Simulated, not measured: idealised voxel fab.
The process module presented herein is designated voxel capacitor over wiring.
The cross-section shown here is cut; it is 300 nm wide and divided into square cells measuring 5 nm on a side.
Format of a cross-section: grid, square cells. Given as bands. Order: top down. Band: one or more rows of cells.
Quick guide to a band line: top height, bottom height (nm) up front; then every material left to right with its width in nm. Only one material and it's marked "edge to edge"? Then it fills the band edge to edge. And "blank" just means empty space.
The reference from which all heights are counted is 0, the level beneath which the as-received wafer is entirely one material; the lowest band, having no lower bound, proceeds downward and is written after the example "0..down".
Think of "30 to 40" as a width that walks from the first number to the second as you go down the band, top row to bottom row, taking equal-sized steps from row to row.
For the purposes of this document, the phrase "no alterations made" attached to a step denotes that no cell within the cross-section was modified by that step.
What "Closed void inventory" gives you is every empty space of 8 cells or more that is cut off from the top. Each appears as width x height at distance, with the distance taken from the left edge and width, height and distance all in nm.
It should be noted that, on the line of a given step, the content following the step's settings is a remark produced by the simulator itself with respect to that step.
overlay nm: right-of-plan distance of the mask on a masked step; negative values mean left-of-plan.

Planned step list for the process
1 RECEIVE | material Si
2 CONFORMAL_DEP | material SiO2 | thk nm 15
3 DIRECTIONAL_DEP | material TiN | thk nm 5
4 DIRECTIONAL_DEP | material Ru | thk nm 20
5 DIRECTIONAL_DEP | material aC | thk nm 15
6 PATTERN | tone cover | mask id METAL_1 | material resist | width nm 25 | pitch nm 90 | thk nm 35 | overlay nm 0
7 DIRECTIONAL_ETCH | etch materials aC | depth nm 15
8 STRIP | etch materials resist
9 DIRECTIONAL_ETCH | etch materials Ru | depth nm 20
10 DIRECTIONAL_ETCH | etch materials TiN | depth nm 5
11 STRIP | etch materials aC
12 FILL_DEP | material lowk | thk nm 10
13 CMP | height nm 40
14 CONFORMAL_DEP | material SiCN | thk nm 5
15 DIRECTIONAL_DEP | material lowk | thk nm 20
16 PATTERN | tone open | mask id PLUG_1 | material resist | width nm 15 | thk nm 20 | overlay nm 0
17 DIRECTIONAL_ETCH | etch materials lowk | depth nm 20
18 DIRECTIONAL_ETCH | etch materials SiCN | depth nm 5
19 STRIP | etch materials resist
20 CONFORMAL_DEP | material TiN | thk nm 5
21 FILL_DEP | material W | thk nm 10
22 CMP | height nm 65
23 DIRECTIONAL_DEP | material TiN | thk nm 5
24 DIRECTIONAL_DEP | material Al2O3 | thk nm 5
25 DIRECTIONAL_DEP | material TiN | thk nm 10
26 DIRECTIONAL_DEP | material aC | thk nm 15
27 PATTERN | tone cover | mask id UPPER_PLATE | material resist | width nm 70 | thk nm 30 | overlay nm 0
28 DIRECTIONAL_ETCH | etch materials aC | depth nm 15
29 STRIP | etch materials resist
30 DIRECTIONAL_ETCH | etch materials TiN | depth nm 10
31 DIRECTIONAL_ETCH | etch materials Al2O3 | depth nm 5
32 STRIP | etch materials aC
33 MASKED_ETCH | tone cover | mask id LOWER_PLATE | width nm 80 | etch materials TiN | depth nm 5 | overlay nm 0
34 FILL_DEP | material SiO2 | thk nm 20
35 CMP | height nm 100
36 PATTERN | tone open | mask id PLUG_2 | material resist | width nm 15 | thk nm 20 | overlay nm 0
37 DIRECTIONAL_ETCH | etch materials SiO2 | depth nm 15
38 STRIP | etch materials resist
39 CONFORMAL_DEP | material TiN | thk nm 5
40 FILL_DEP | material Ru | thk nm 5
41 CMP | height nm 100
42 CONFORMAL_DEP | material SiN | thk nm 5
Among the wafers covered here, the point of difference is the width nm at step 16; their starting state is shared, and the plan presents the value of the first wafer.

Cross-section of the first of several wafers as received (after step 1)
> 0..down = Si edge to edge
> Closed void inventory: none

Shown in cross-section: the first of several wafers at the end of the module, after its last step, step 42
> 105..100 = SiN edge to edge
> 100..90 = 110 SiO2  5 TiN  5 Ru  5 TiN  175 SiO2
> 90..85 = 110 SiO2  15 TiN  175 SiO2
> 85..75 = 100 SiO2  70 TiN  130 SiO2
> 75..70 = 100 SiO2  70 Al2O3  130 SiO2
> 70..65 = 95 SiO2  80 TiN  125 SiO2
> 65..45 = 100 lowk  5 TiN  5 W  5 TiN  185 lowk
> 45..40 = 100 SiCN  15 TiN  185 SiCN
> 40..20 = 90 lowk  25 Ru  65 lowk  25 Ru  95 lowk
> 20..15 = 90 lowk  25 TiN  65 lowk  25 TiN  95 lowk
> 15..0 = SiO2 edge to edge
> 0..down = Si edge to edge
> Closed void inventory: none

The module's end: a cross-section of the last wafer
> 105..100 = SiN edge to edge
> 100..90 = 110 SiO2  5 TiN  5 Ru  5 TiN  175 SiO2
> 90..85 = 110 SiO2  15 TiN  175 SiO2
> 85..75 = 100 SiO2  70 TiN  130 SiO2
> 75..70 = 100 SiO2  70 Al2O3  130 SiO2
> 70..65 = 95 SiO2  80 TiN  125 SiO2
> 65..45 = 95 lowk  5 TiN  20 W  5 TiN  175 lowk
> 45..40 = 95 SiCN  30 TiN  175 SiCN
> 40..20 = 90 lowk  25 Ru  65 lowk  25 Ru  95 lowk
> 20..15 = 90 lowk  25 TiN  65 lowk  25 TiN  95 lowk
> 15..0 = SiO2 edge to edge
> 0..down = Si edge to edge
> Closed void inventory: none

Take any row and you have a wafer at the end of the module: how many cells of each material it has gained (+) or lost (-) since it was received, and then its closed voids
width nm 15; +14 Al2O3; +42 Ru; +57 SiCN; +60 SiN; +533 SiO2; +72 TiN; +4 W; +478 lowk; Closed void inventory: none
width nm 20; +14 Al2O3; +42 Ru; +56 SiCN; +60 SiN; +533 SiO2; +73 TiN; +8 W; +474 lowk; Closed void inventory: none
width nm 25; +14 Al2O3; +42 Ru; +55 SiCN; +60 SiN; +533 SiO2; +74 TiN; +12 W; +470 lowk; Closed void inventory: none
width nm 30; +14 Al2O3; +42 Ru; +54 SiCN; +60 SiN; +533 SiO2; +75 TiN; +16 W; +466 lowk; Closed void inventory: none
